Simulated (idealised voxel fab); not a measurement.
A process module follows: voxel gate over fins.
Cross-section cut: width 290 nm, square cells of 5 nm.
Each cross-section below is a grid of square cells, stated as bands in top-down order, with one or more rows of cells making up each band. Basically the band line says how high the top is and how high the bottom is, in nm, and then what's in it from left to right, every material with its width in nm. Empty space shows up as "empty", and if a single material carries "full width" it runs the full band edge to edge. Heads up on the height convention: 0 is the point under which the incoming wafer is all one material, and the lowest band has no bottom, it just keeps going down, like "top 0, no bottom". Width: "30 to 40" (first number = top row, second number = bottom row, same change from row to row of cells). Step marked "all unchanged"? Then no cell in the cross-section changed in it. Voids not open to the top, 8 cells minimum: see "Closed cavities". Written width x height at distance; distance is from the left edge; nm. On a step's line, text after the settings is the simulator commenting on that step. The optional step-line setting "overlay nm" applies to steps with a mask and quantifies how far to the right of its planned location the mask lay, a negative value indicating leftward placement.

[plan]
- 1: RECEIVE,material Si
- 2: CONFORMAL_DEP,material SiN,thk nm 5
- 3: DIRECTIONAL_DEP,material aC,thk nm 10
- 4: PATTERN,tone cover,mask id FINS,material resist,width nm 15,pitch nm 55,thk nm 30,overlay nm 0
- 5: DIRECTIONAL_ETCH,etch materials aC,depth nm 10
- 6: STRIP,etch materials resist
- 7: DIRECTIONAL_ETCH,etch materials SiN,depth nm 5
- 8: DIRECTIONAL_ETCH,etch materials Si,depth nm 35
- 9: STRIP,etch materials aC
- 10: FILL_DEP,material SiO2,thk nm 15
- 11: CMP,height nm 5
- 12: DIRECTIONAL_DEP,material aC,thk nm 15
- 13: PATTERN,tone open,mask id RAIL,material resist,width nm 15,thk nm 35,overlay nm 0
- 14: DIRECTIONAL_ETCH,etch materials aC,depth nm 15
- 15: STRIP,etch materials resist
- 16: DIRECTIONAL_ETCH,etch materials SiO2,depth nm 35
- 17: STRIP,etch materials aC
- 18: CONFORMAL_DEP,material TiN,thk nm 5
- 19: FILL_DEP,material Ru,thk nm 5
- 20: CMP,height nm 5
- 21: SELECTIVE_ETCH,etch materials W Ru TiN,depth nm 20
- 22: FILL_DEP,material SiO2,thk nm 5
- 23: CMP,height nm 5
- 24: SELECTIVE_ETCH,etch materials SiO2,depth nm 15
- 25: STRIP,etch materials SiN
- 26: CONFORMAL_DEP,material HfO2,thk nm 5
- 27: CONFORMAL_DEP,material TiN,thk nm 5
- 28: CONFORMAL_DEP,material TiAl,thk nm 5
- 29: CONFORMAL_DEP,material TiN,thk nm 5
- 30: FILL_DEP,material W,thk nm 15
- 31: CMP,height nm 30
- 32: CONFORMAL_DEP,material SiCN,thk nm 10

[as received, after step 1]
top 0, no bottom | Si full width
Closed cavities: none

[Result of the module, cross-sectioned: start per above, plan per above, one error in how it was run]
top 40, bottom 30 | SiCN full width
top 30, bottom 20 | W full width
top 20, bottom 15 | W: 90 / TiN: 110 / W: 90
top 15, bottom 10 | W: 90 / TiN: 5 / TiAl: 45 / TiN: 10 / TiAl: 45 / TiN: 5 / W: 90
top 10, bottom 5 | TiN: 95 / TiAl: 5 / TiN: 35 / TiAl: 5 / TiN: 10 / TiAl: 5 / TiN: 35 / TiAl: 5 / TiN: 95
top 5, bottom 0 | TiAl: 100 / TiN: 5 / HfO2: 25 / TiN: 5 / TiAl: 20 / TiN: 5 / HfO2: 25 / TiN: 5 / TiAl: 100
top 0, bottom -5 | TiN: 105 / HfO2: 5 / Si: 15 / HfO2: 5 / TiN: 30 / HfO2: 5 / Si: 15 / HfO2: 5 / TiN: 105
top -5, bottom -10 | HfO2: 110 / Si: 15 / HfO2: 40 / Si: 15 / HfO2: 110
top -10, bottom -15 | SiO2: 110 / Si: 15 / SiO2: 40 / Si: 15 / SiO2: 110
top -15, bottom -25 | SiO2: 110 / Si: 15 / SiO2: 10 / TiN: 5 / Ru: 10 / TiN: 5 / SiO2: 10 / Si: 15 / SiO2: 110
top -25, bottom -30 | SiO2: 110 / Si: 15 / SiO2: 10 / TiN: 20 / SiO2: 10 / Si: 15 / SiO2: 110
top -30, bottom -35 | SiO2: 110 / Si: 15 / SiO2: 40 / Si: 15 / SiO2: 110
top -35, no bottom | Si full width
Closed cavities: none
Which mistake was made when the wafer was run? rather than as planned, step 13 actually ran as PATTERN,tone open,mask id RAIL,material resist,width nm 20,thk nm 35,overlay nm 0
